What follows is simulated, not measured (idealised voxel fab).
The following is a process module called voxel quadruple lines.
Displayed cross-section: cut, width of 190 nm, square cells sized 5 nm.
For the purposes of this document, a cross-section shall be understood as a grid of square cells, specified as bands listed in top-to-bottom order, each band consisting of one or more rows of cells. Top, bottom (nm), then materials left to right with widths (nm); lone material tagged "everywhere" fills the whole band edge to edge; "air" = empty space. Heights are measured from 0, the level below which the as-received wafer is all one material; the lowest band has no bottom and continues downward, written as in "0 and below". You'd read "30->40" like this: the band's top row of cells is as wide as the first number, its bottom row is as wide as the second, and going down, every row changes width by the same amount as the row before did. What does "identical to before" mean for a step? It means no cell of the cross-section changed in that step. "Sealed-off cavities" lists enclosed empty spaces (at least 8 cells, no open path upward to the top), each as width x height at distance from the left edge, in nm. Step line, after settings: the simulator's comment on this step. When a step includes a mask, the "overlay nm" setting on its line states how far to the right of its planned place that mask lay, and negative values state how far to the left.
THESE ARE THE STEPS WE PLANNED FOR THE PROCESS
1,RECEIVE,material Si
2,CONFORMAL_DEP,material SiO2,thk nm 10
3,DIRECTIONAL_DEP,material TiN,thk nm 10
4,DIRECTIONAL_DEP,material polySi,thk nm 20
5,DIRECTIONAL_DEP,material aC,thk nm 25
6,PATTERN,tone cover,mask id MANDREL,material resist,width nm 20,thk nm 35,overlay nm -15
7,DIRECTIONAL_ETCH,etch materials aC,depth nm 25
8,STRIP,etch materials resist
9,CONFORMAL_DEP,material SiO2,thk nm 10
10,DIRECTIONAL_ETCH,etch materials SiO2,depth nm 10
11,STRIP,etch materials aC
12,DIRECTIONAL_ETCH,etch materials polySi,depth nm 20
13,STRIP,etch materials SiO2
14,CONFORMAL_DEP,material SiN,thk nm 5
15,DIRECTIONAL_ETCH,etch materials SiN,depth nm 5
16,STRIP,etch materials polySi
17,DIRECTIONAL_ETCH,etch materials TiN,depth nm 10
18,STRIP,etch materials SiN
19,FILL_DEP,material SiO2,thk nm 10
20,CMP,height nm 20
Among the wafers covered here, the point of difference is the overlay nm at step 6; their starting state is shared, and the plan presents the value of the first wafer.
CROSS-SECTION: THE FIRST OF SEVERAL WAFERS IN ITS AS-RECEIVED STATE, I.E. FOLLOWING STEP 1
    0 and below: Si everywhere
    Sealed-off cavities: none
FIRST WAFER OF SEVERAL, CROSS-SECTION, MODULE END, AFTER STEP 20 (LAST)
    20 down to 10: 55 nm SiO2, then 5 nm TiN, then 10 nm SiO2, then 5 nm TiN, then 10 nm SiO2, then 5 nm TiN, then 10 nm SiO2, then 5 nm TiN, then 85 nm SiO2
    10 down to 0: SiO2 everywhere
    0 and below: Si everywhere
    Sealed-off cavities: none
A CROSS-SECTION THROUGH THE LAST WAFER AT THE CLOSE OF THE MODULE
    20 down to 10: 85 nm SiO2, then 5 nm TiN, then 10 nm SiO2, then 5 nm TiN, then 10 nm SiO2, then 5 nm TiN, then 10 nm SiO2, then 5 nm TiN, then 55 nm SiO2
    10 down to 0: SiO2 everywhere
    0 and below: Si everywhere
    Sealed-off cavities: none
END OF MODULE, BY WAFER: MATERIAL-BY-MATERIAL CELL GAIN (+) OR LOSS (-) SINCE RECEIPT, THEN CLOSED VOIDS
overlay nm -15; +144 SiO2; +8 TiN; Sealed-off cavities: none
overlay nm -10; +144 SiO2; +8 TiN; Sealed-off cavities: none
overlay nm -5; +144 SiO2; +8 TiN; Sealed-off cavities: none
overlay nm 0; +144 SiO2; +8 TiN; Sealed-off cavities: none
overlay nm 5; +144 SiO2; +8 TiN; Sealed-off cavities: none
overlay nm 10; +144 SiO2; +8 TiN; Sealed-off cavities: none
overlay nm 15; +144 SiO2; +8 TiN; Sealed-off cavities: none
